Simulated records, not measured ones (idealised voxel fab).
Herein follows the process module entitled voxel spacer lines.
Pictured: cross-section cut, 225 nm wide, on a grid of 5 nm square cells.
Cross-section format: a grid of square cells, given as bands from top to bottom; each band is one or more rows of cells.
Each band's line starts with the height of the band's top and of its bottom, in nm. Then come its materials from left to right, each with its width in nm. One material with "everywhere" fills the band from edge to edge. "air" is empty space.
Heights are reckoned from 0. Under this level, the received wafer is all of one material. The bottommost band is open-ended downward, for example "0 -> down".
Note: "30..40" means the width goes from the first number (top row of the band) to the second number (bottom row) in equal steps per row of cells.
Given "no change occurred" for a step, no cell of the cross-section differs between before and after that step.
Each empty space that has no open way to the top and spans at least 8 cells appears under "Tabulated closed voids" as width x height at distance, the distance counted from the left edge, all in nm.
after a step's settings: what the simulator itself notes on the step
overlay nm, on a step with a mask: how far to the right of its planned place the mask lay; to the left if negative
[Process steps - plan]
1,RECEIVE: material Si
2,CONFORMAL_DEP: material Al2O3, thk nm 10
3,DIRECTIONAL_DEP: material W, thk nm 15
4,DIRECTIONAL_DEP: material aC, thk nm 25
5,PATTERN: tone cover, mask id MANDREL, material resist, width nm 25, pitch nm 80, thk nm 30, overlay nm 0
6,DIRECTIONAL_ETCH: etch materials aC, depth nm 25
7,STRIP: etch materials resist
8,CONFORMAL_DEP: material SiO2, thk nm 15
9,DIRECTIONAL_ETCH: etch materials SiO2, depth nm 15
10,STRIP: etch materials aC
11,DIRECTIONAL_ETCH: etch materials W, depth nm 15
12,STRIP: etch materials SiO2
[This is the cross-section of the wafer as we received it, i.e. after step 1]
0 -> down | Si everywhere
Tabulated closed voids: none
[Starting structure and process plan are as shown above, but one mistake was made in running the module; the wafer cross-section at the end of the module follows]
25 -> 10 | 15 of W, 25 of air, 15 of W, 25 of air, 15 of W, 25 of air, 15 of W, 25 of air, 15 of W, 25 of air, 15 of W, 10 of air
10 -> 0 | Al2O3 everywhere
0 -> down | Si everywhere
Tabulated closed voids: none
What broke from the plan during processing? step 5 ran differently from the plan; actual operation with settings: PATTERN: tone cover, mask id MANDREL, material resist, width nm 25, pitch nm 80, thk nm 30, overlay nm -5
